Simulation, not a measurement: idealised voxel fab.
The process module that follows is named voxel ribs on slabs.
Pictured: cross-section cut, 255 nm wide, on a grid of 5 nm square cells.
Notation: cross-section as square-cell grid; stated in bands, top first, going down; one or more cell rows per band.
Top, bottom (nm), then materials left to right with widths (nm); lone material tagged "full width" fills the whole band edge to edge; "air" = empty space.
Measure heights from 0. That's the level where, below it, the as-received wafer is all one material. The lowest band is bottomless and extends downward; write it as in "z 0 and below".
The notation "30->40" denotes a width that varies across the rows of cells in the band, beginning at the first number in the top row, finishing at the second number in the bottom row, and changing by an identical amount from each row to the next.
No cell of the cross-section changed in a step that is given as "left unchanged".
Heads up: "Closed void register" only lists the empty pockets with no open path to the top that are 8 cells or more, and it writes them as width x height at distance, distance from the left edge, in nm.
Anything after a step's settings on that line? It's the simulator's own note about the step.
A step line may carry the setting "overlay nm", which, for steps involving a mask, states the distance by which the mask lay to the right of its intended position; negative values denote displacement to the left.
## Steps in the process plan
1 RECEIVE (material Si)
2 DIRECTIONAL_DEP (material SiO2; thk nm 25)
3 DIRECTIONAL_DEP (material polySi; thk nm 15)
4 MASKED_ETCH (tone cover; mask id RIB; width nm 30; etch materials polySi; depth nm 5; overlay nm 0)
5 DIRECTIONAL_DEP (material aC; thk nm 10)
6 PATTERN (tone cover; mask id SLAB; material resist; width nm 70; thk nm 30; overlay nm 0)
7 DIRECTIONAL_ETCH (etch materials aC; depth nm 10)
8 STRIP (etch materials resist)
9 DIRECTIONAL_ETCH (etch materials polySi; depth nm 10)
10 STRIP (etch materials aC)
11 FILL_DEP (material SiO2; thk nm 30)
12 CMP (height nm 60)
13 DIRECTIONAL_DEP (material TiN; thk nm 10)
14 MASKED_ETCH (tone cover; mask id HEATER; width nm 40; etch materials TiN; depth nm 10; overlay nm 0)
15 CONFORMAL_DEP (material SiO2; thk nm 5)
## Step 1 complete: cross-section of the wafer as received
* z 0 and below: Si full width
* Closed void register: none
## Looking at the first of two wafers in cross-section at end of module - ran to plan
* z 75 to 70: air 100 | SiO2 50 | air 105
* z 70 to 65: air 100 | SiO2 5 | TiN 40 | SiO2 5 | air 105
* z 65 to 60: SiO2 105 | TiN 40 | SiO2 110
* z 60 to 40: SiO2 full width
* z 40 to 35: SiO2 110 | polySi 30 | SiO2 115
* z 35 to 25: SiO2 90 | polySi 70 | SiO2 95
* z 25 to 0: SiO2 full width
* z 0 and below: Si full width
* Closed void register: none
## Same start, same plan as the first wafer - but one mistake in the run. Cross-section of the second of the two at the end of the module
* z 75 to 70: air 100 | SiO2 50 | air 105
* z 70 to 65: air 100 | SiO2 5 | TiN 40 | SiO2 5 | air 105
* z 65 to 60: SiO2 105 | TiN 40 | SiO2 110
* z 60 to 50: SiO2 90 | polySi 70 | SiO2 95
* z 50 to 0: SiO2 full width
* z 0 and below: Si full width
* Closed void register: none
Which mistake was made when the wafer was run? plan step 2 was conducted twice
Cell-count delta at end, second wafer over first, by material: SiO2: 6 more, polySi: 6 fewer
